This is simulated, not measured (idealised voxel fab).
Presented below is a process module, voxel ribs on slabs.
FYI the section here is cut, 280 nm wide, cells are 5 nm squares.
Think of the cross-section as a grid of square cells. We describe it in bands, top to bottom, and each band covers one or more rows of those cells.
A band entry consists of two parts. The first gives the height of the band's top and the height of its bottom, in nm. The rest lists the band's materials from left to right, each with its width in nm. A single material labelled with the word "edge to edge" fills the band from edge to edge, and the word "blank" marks empty space.
A quick word on heights: they are counted from 0, and under that level the wafer as it came to us is one material throughout. The lowest band is different from the rest in having no bottom; it simply continues downward, written as in "0 and below".
Quick explanation for "30 to 40": the width changes in equal steps down the rows of cells, from the first number in the band's top row to the second number in its bottom row.
"nothing different", as given for a step, is the statement that not any cell of the cross-section underwent a change during that step.
"Closed voids list": sealed empty spaces, 8 cells or more, no open way to top, listed width x height at distance, with distance from the left edge and width, height and distance in nm.
What comes after the settings on a step's line is commentary from the simulator itself on that step.
On any step carrying a mask, the "overlay nm" setting, if present on the step's line, tells how far right of its planned place the mask lay; negative values point to the left.
STEPS IN THE PROCESS PLAN
- 1: RECEIVE, material Si
- 2: DIRECTIONAL_DEP, material SiO2, thk nm 25
- 3: DIRECTIONAL_DEP, material SiN, thk nm 25
- 4: DIRECTIONAL_DEP, material aC, thk nm 15
- 5: PATTERN, tone cover, mask id RIB, material resist, width nm 30, thk nm 35, overlay nm 0
- 6: DIRECTIONAL_ETCH, etch materials aC, depth nm 15
- 7: STRIP, etch materials resist
- 8: DIRECTIONAL_ETCH, etch materials SiN, depth nm 10
- 9: STRIP, etch materials aC
- 10: DIRECTIONAL_DEP, material aC, thk nm 10
- 11: PATTERN, tone cover, mask id SLAB, material resist, width nm 90, thk nm 25, overlay nm 0
- 12: DIRECTIONAL_ETCH, etch materials aC, depth nm 10
- 13: STRIP, etch materials resist
- 14: DIRECTIONAL_ETCH, etch materials SiN, depth nm 15
- 15: STRIP, etch materials aC
- 16: FILL_DEP, material SiO2, thk nm 25
- 17: CMP, height nm 65
- 18: DIRECTIONAL_DEP, material TiN, thk nm 5
- 19: DIRECTIONAL_DEP, material aC, thk nm 15
- 20: PATTERN, tone cover, mask id HEATER, material resist, width nm 40, thk nm 35, overlay nm -15
- 21: DIRECTIONAL_ETCH, etch materials aC, depth nm 15
- 22: STRIP, etch materials resist
- 23: DIRECTIONAL_ETCH, etch materials TiN, depth nm 5
- 24: STRIP, etch materials aC
- 25: CONFORMAL_DEP, material SiO2, thk nm 10
Be aware that, although all wafers share a common starting state, the overlay nm at step 20 differs among them, and the plan displays the first wafer's value.
THE FIRST OF SEVERAL WAFERS IN CROSS-SECTION, EXACTLY AS IT REACHED US AFTER STEP 1
	0 and below: Si edge to edge
	Closed voids list: none
EACH WAFER AT THE END: CELLS OF EACH MATERIAL GAINED (+) OR LOST (-) SINCE IT WAS RECEIVED, THEN ITS CLOSED VOIDS
overlay nm -15, +66 SiN, +778 SiO2, +8 TiN, Closed voids list: none
overlay nm -10, +66 SiN, +778 SiO2, +8 TiN, Closed voids list: none
overlay nm -5, +66 SiN, +778 SiO2, +8 TiN, Closed voids list: none
overlay nm 0, +66 SiN, +778 SiO2, +8 TiN, Closed voids list: none
overlay nm 5, +66 SiN, +778 SiO2, +8 TiN, Closed voids list: none
overlay nm 10, +66 SiN, +778 SiO2, +8 TiN, Closed voids list: none
overlay nm 15, +66 SiN, +778 SiO2, +8 TiN, Closed voids list: none
